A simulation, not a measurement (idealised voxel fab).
Proc. module: voxel fin reveal
Displayed cross-section: cut, width of 215 nm, square cells sized 5 nm.
Bands, listed from the top down, are how a cross-section gets written in this document; the cross-section itself is a grid of square cells, and a band is one or more rows of them. Top height, bottom height, nm. Materials left to right, width each, nm. Single material + "edge to edge" = fills band edge to edge. "air" = empty. Beneath 0, the wafer as received is one material, and that level is where height counting begins. The lowest band goes on downward without a bottom; it is written like "top 0, no bottom". It should be noted that a width expressed as "30..40" varies in equal increments from row to row of cells within the band, taking the value of the first number at the top row and that of the second number at the bottom row. Key: "nothing got changed" - step with no changed cell in the cross-section. The label "Fully sealed voids" introduces a list of the empty spaces, 8 cells or larger, that have no open way up to the top; each entry in it reads width x height at distance, where the distance is taken from the left edge and all three are stated in nm. Heads up: the bit after the settings on a step's line is the simulator's remark on that step. overlay nm: for a step with a mask, the amount by which the mask lay right of where it was planned; a negative amount means left of it. For the reader: what remains of this document is a series of pairs, each showing a cross-section before one process step and a cross-section after that step which reaches down only to the lowest band that changed, with the step between them and its settings set out under the pair. It should not be assumed that a pair continues from the pair above it; the pairs can come from different runs of this module on the same starting wafer, and such continuity exists only where the entry headed "Prior state" says so.
[Prior state]
	top 5, bottom 0 | air 60 nm, then SiN 15 nm, then air 25 nm, then SiN 15 nm, then air 25 nm, then SiN 15 nm, then air 60 nm
	top 0, bottom -10 | air 65 nm, then Si 5 nm, then air 35 nm, then Si 5 nm, then air 35 nm, then Si 5 nm, then air 65 nm
	top -10, bottom -45 | SiO2 65 nm, then Si 5 nm, then SiO2 35 nm, then Si 5 nm, then SiO2 35 nm, then Si 5 nm, then SiO2 65 nm
	top -45, no bottom | Si edge to edge
	Fully sealed voids: none
[Cross-Section Thereafter]
	top 5, bottom 0 | air 60 nm, then SiN 15 nm, then air 25 nm, then SiN 15 nm, then air 25 nm, then SiN 15 nm, then air 60 nm
	top 0, bottom -45 | air 65 nm, then Si 5 nm, then air 35 nm, then Si 5 nm, then air 35 nm, then Si 5 nm, then air 65 nm
	Below -45, the layers are the same as they were.
	Fully sealed voids: none
Applied between the two views above: STRIP | etch materials SiO2
Prior state: The pre-step condition corresponds to the post-step cross-section depicted in the pair directly above.
[Cross-Section Thereafter]
	top 10, bottom 5 | air 55 nm, then HfO2 25 nm, then air 15 nm, then HfO2 25 nm, then air 15 nm, then HfO2 25 nm, then air 55 nm
	top 5, bottom 0 | air 55 nm, then HfO2 5 nm, then SiN 15 nm, then HfO2 5 nm, then air 15 nm, then HfO2 5 nm, then SiN 15 nm, then HfO2 5 nm, then air 15 nm, then HfO2 5 nm, then SiN 15 nm, then HfO2 5 nm, then air 55 nm
	top 0, bottom -5 | air 55 nm, then HfO2 10 nm, then Si 5 nm, then HfO2 10 nm, then air 15 nm, then HfO2 10 nm, then Si 5 nm, then HfO2 10 nm, then air 15 nm, then HfO2 10 nm, then Si 5 nm, then HfO2 10 nm, then air 55 nm
	top -5, bottom -40 | air 60 nm, then HfO2 5 nm, then Si 5 nm, then HfO2 5 nm, then air 25 nm, then HfO2 5 nm, then Si 5 nm, then HfO2 5 nm, then air 25 nm, then HfO2 5 nm, then Si 5 nm, then HfO2 5 nm, then air 60 nm
	top -40, bottom -45 | HfO2 65 nm, then Si 5 nm, then HfO2 35 nm, then Si 5 nm, then HfO2 35 nm, then Si 5 nm, then HfO2 65 nm
	Below -45, the layers are the same as they were.
	Fully sealed voids: none
Applied between the two views above: CONFORMAL_DEP | material HfO2 | thk nm 5
[Prior state]
	top 20, bottom 5 | aC edge to edge
	top 5, bottom 0 | SiN edge to edge
	top 0, no bottom | Si edge to edge
	Fully sealed voids: none
[Cross-Section Thereafter]
	top 55, bottom 20 | resist 60 nm, then air 15 nm, then resist 25 nm, then air 15 nm, then resist 25 nm, then air 15 nm, then resist 60 nm
	Below 20, the layers are the same as they were.
	Fully sealed voids: none
Applied between the two views above: PATTERN | tone open | mask id FINS | material resist | width nm 15 | pitch nm 40 | thk nm 35 | overlay nm 0
Prior state: The pre-step condition corresponds to the post-step cross-section depicted in the pair directly above.
[Cross-Section Thereafter]
	top 40, bottom 20 | resist 60 nm, then air 15 nm, then resist 25 nm, then air 15 nm, then resist 25 nm, then air 15 nm, then resist 60 nm
	top 20, bottom 5 | aC 60 nm, then air 15 nm, then aC 25 nm, then air 15 nm, then aC 25 nm, then air 15 nm, then aC 60 nm
	Below 5, the layers are the same as they were.
	Fully sealed voids: none
Applied between the two views above: DIRECTIONAL_ETCH | etch materials aC | depth nm 15
Prior state: The pre-step condition corresponds to the post-step cross-section depicted in the pair directly above.
[Cross-Section Thereafter]
	top 20, bottom 5 | aC 60 nm, then air 15 nm, then aC 25 nm, then air 15 nm, then aC 25 nm, then air 15 nm, then aC 60 nm
	Below 5, the layers are the same as they were.
	Fully sealed voids: none
Applied between the two views above: STRIP | etch materials resist
Prior state: The pre-step condition corresponds to the post-step cross-section depicted in the pair directly above.
[Cross-Section Thereafter]
	top 20, bottom 5 | aC 60 nm, then air 15 nm, then aC 25 nm, then air 15 nm, then aC 25 nm, then air 15 nm, then aC 60 nm
	top 5, bottom 0 | SiN 60 nm, then air 15 nm, then SiN 25 nm, then air 15 nm, then SiN 25 nm, then air 15 nm, then SiN 60 nm
	Below 0, the layers are the same as they were.
	Fully sealed voids: none
Applied between the two views above: DIRECTIONAL_ETCH | etch materials SiN | depth nm 5
Prior state: The pre-step condition corresponds to the post-step cross-section depicted in the pair directly above.
[Cross-Section Thereafter]
	top 20, bottom 5 | aC 60 nm, then air 15 nm, then aC 25 nm, then air 15 nm, then aC 25 nm, then air 15 nm, then aC 60 nm
	top 5, bottom 0 | SiN 60 nm, then air 15 nm, then SiN 25 nm, then air 15 nm, then SiN 25 nm, then air 15 nm, then SiN 60 nm
	top 0, bottom -40 | Si 60 nm, then air 15 nm, then Si 25 nm, then air 15 nm, then Si 25 nm, then air 15 nm, then Si 60 nm
	Below -40, the layers are the same as they were.
	Fully sealed voids: none
Applied between the two views above: DIRECTIONAL_ETCH | etch materials Si | depth nm 40
Prior state: The pre-step condition corresponds to the post-step cross-section depicted in the pair directly above.
[Cross-Section Thereafter]
	top 5, bottom 0 | SiN 60 nm, then air 15 nm, then SiN 25 nm, then air 15 nm, then SiN 25 nm, then air 15 nm, then SiN 60 nm
	Below 0, the layers are the same as they were.
	Fully sealed voids: none
Applied between the two views above: STRIP | etch materials aC
Prior state: The pre-step condition corresponds to the post-step cross-section depicted in the pair directly above.
[Cross-Section Thereafter]
	top 5, bottom 0 | SiN 60 nm, then air 15 nm, then SiN 25 nm, then air 15 nm, then SiN 25 nm, then air 15 nm, then SiN 60 nm
	top 0, bottom -40 | Si 55 nm, then SiO2 5 nm, then air 15 nm, then SiO2 5 nm, then Si 15 nm, then SiO2 5 nm, then air 15 nm, then SiO2 5 nm, then Si 15 nm, then SiO2 5 nm, then air 15 nm, then SiO2 5 nm, then Si 55 nm
	top -40, bottom -45 | Si 55 nm, then SiO2 25 nm, then Si 15 nm, then SiO2 25 nm, then Si 15 nm, then SiO2 25 nm, then Si 55 nm
	Below -45, the layers are the same as they were.
	Fully sealed voids: none
Applied between the two views above: OXIDIZE | depth nm 5
Prior state: The pre-step condition corresponds to the post-step cross-section depicted in the pair directly above.
[Cross-Section Thereafter]
	top 15, bottom 5 | SiO2 edge to edge
	top 5, bottom 0 | SiN 60 nm, then SiO2 15 nm, then SiN 25 nm, then SiO2 15 nm, then SiN 25 nm, then SiO2 15 nm, then SiN 60 nm
	top 0, bottom -45 | Si 55 nm, then SiO2 25 nm, then Si 15 nm, then SiO2 25 nm, then Si 15 nm, then SiO2 25 nm, then Si 55 nm
	Below -45, the layers are the same as they were.
	Fully sealed voids: none
Applied between the two views above: FILL_DEP | material SiO2 | thk nm 10
Prior state: The pre-step condition corresponds to the post-step cross-section depicted in the pair directly above.
[Cross-Section Thereafter]
	top 5, bottom 0 | SiN 60 nm, then SiO2 15 nm, then SiN 25 nm, then SiO2 15 nm, then SiN 25 nm, then SiO2 15 nm, then SiN 60 nm
	Below 0, the layers are the same as they were.
	Fully sealed voids: none
Applied between the two views above: CMP | height nm 5
Prior state: The pre-step condition corresponds to the post-step cross-section depicted in the pair directly above.
[Cross-Section Thereafter]
	top 5, bottom 0 | SiN 60 nm, then air 15 nm, then SiN 25 nm, then air 15 nm, then SiN 25 nm, then air 15 nm, then SiN 60 nm
	top 0, bottom -10 | Si 55 nm, then air 25 nm, then Si 15 nm, then air 25 nm, then Si 15 nm, then air 25 nm, then Si 55 nm
	Below -10, the layers are the same as they were.
	Fully sealed voids: none
Applied between the two views above: SELECTIVE_ETCH | etch materials SiO2 | depth nm 15
Prior state: The pre-step condition corresponds to the post-step cross-section depicted in the pair directly above.
[Cross-Section Thereafter]
	top 0, bottom -10 | Si 55 nm, then air 25 nm, then Si 15 nm, then air 25 nm, then Si 15 nm, then air 25 nm, then Si 55 nm
	Below -10, the layers are the same as they were.
	Fully sealed voids: none
Applied between the two views above: STRIP | etch materials SiN
Prior state: The pre-step condition corresponds to the post-step cross-section depicted in the pair directly above.
[Cross-Section Thereafter]
	top 5, bottom 0 | HfO2 60 nm, then air 15 nm, then HfO2 25 nm, then air 15 nm, then HfO2 25 nm, then air 15 nm, then HfO2 60 nm
	top 0, bottom -5 | Si 55 nm, then HfO2 5 nm, then air 15 nm, then HfO2 5 nm, then Si 15 nm, then HfO2 5 nm, then air 15 nm, then HfO2 5 nm, then Si 15 nm, then HfO2 5 nm, then air 15 nm, then HfO2 5 nm, then Si 55 nm
	top -5, bottom -10 | Si 55 nm, then HfO2 25 nm, then Si 15 nm, then HfO2 25 nm, then Si 15 nm, then HfO2 25 nm, then Si 55 nm
	Below -10, the layers are the same as they were.
	Fully sealed voids: none
Applied between the two views above: CONFORMAL_DEP | material HfO2 | thk nm 5
